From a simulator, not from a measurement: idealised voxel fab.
process module | voxel plated lines
cross-section cut | 240 nm wide | cells 5 nm
A cross-section is a grid of square cells, given in bands from the top down. A band is one or more rows of cells.
Each band's line starts with the height of the band's top and of its bottom, in nm. Then come its materials from left to right, each with its width in nm. One material with "throughout" fills the band from edge to edge. "air" is empty space.
Height 0 is the level under which the wafer as received is all one material. The lowest band goes on downwards, as in "0 down".
A width such as "30 to 40" changes by the same amount from each row of cells to the next, from the band's top row to its bottom row.
"no change" after a step means that no cell of the cross-section changed.
closed voids: empty space of 8 cells or more with no open way to the top, each as width x height at its distance from the left edge, in nm
after a step's settings: what the simulator itself notes on the step
overlay nm, on a step with a mask: how far to the right of its planned place the mask lay; to the left if negative
plan
1 op RECEIVE | material Si
2 op CONFORMAL_DEP | material Al2O3 | thk nm 5
3 op DIRECTIONAL_DEP | material TiN | thk nm 5
4 op PATTERN | tone open | mask id LINES | material resist | width nm 20 | pitch nm 50 | thk nm 40 | overlay nm 0
5 op EPI | material Ru | thk nm 10
6 op EPI | material Ru | thk nm 10
7 op EPI | material Ru | thk nm 5
8 op STRIP | etch materials resist
9 op DIRECTIONAL_ETCH | etch materials TiN | depth nm 5
10 op CONFORMAL_DEP | material SiO2 | thk nm 10
as received, after step 1
  0 down: Si throughout
  closed voids: none
a wafer at the end: this start, this plan, one mistake
  35 to 25: air 25 | SiO2 40 | air 10 | SiO2 40 | air 10 | SiO2 40 | air 10 | SiO2 40 | air 25
  25 to 15: air 25 | SiO2 10 | Ru 20 | SiO2 10 | air 10 | SiO2 10 | Ru 20 | SiO2 10 | air 10 | SiO2 10 | Ru 20 | SiO2 10 | air 10 | SiO2 10 | Ru 20 | SiO2 10 | air 25
  15 to 10: SiO2 35 | Ru 20 | SiO2 30 | Ru 20 | SiO2 30 | Ru 20 | SiO2 30 | Ru 20 | SiO2 35
  10 to 5: SiO2 35 | TiN 20 | SiO2 30 | TiN 20 | SiO2 30 | TiN 20 | SiO2 30 | TiN 20 | SiO2 35
  5 to 0: Al2O3 throughout
  0 down: Si throughout
  closed voids: none
what went wrong: one of the steps 5 and 6, which are alike, was left out
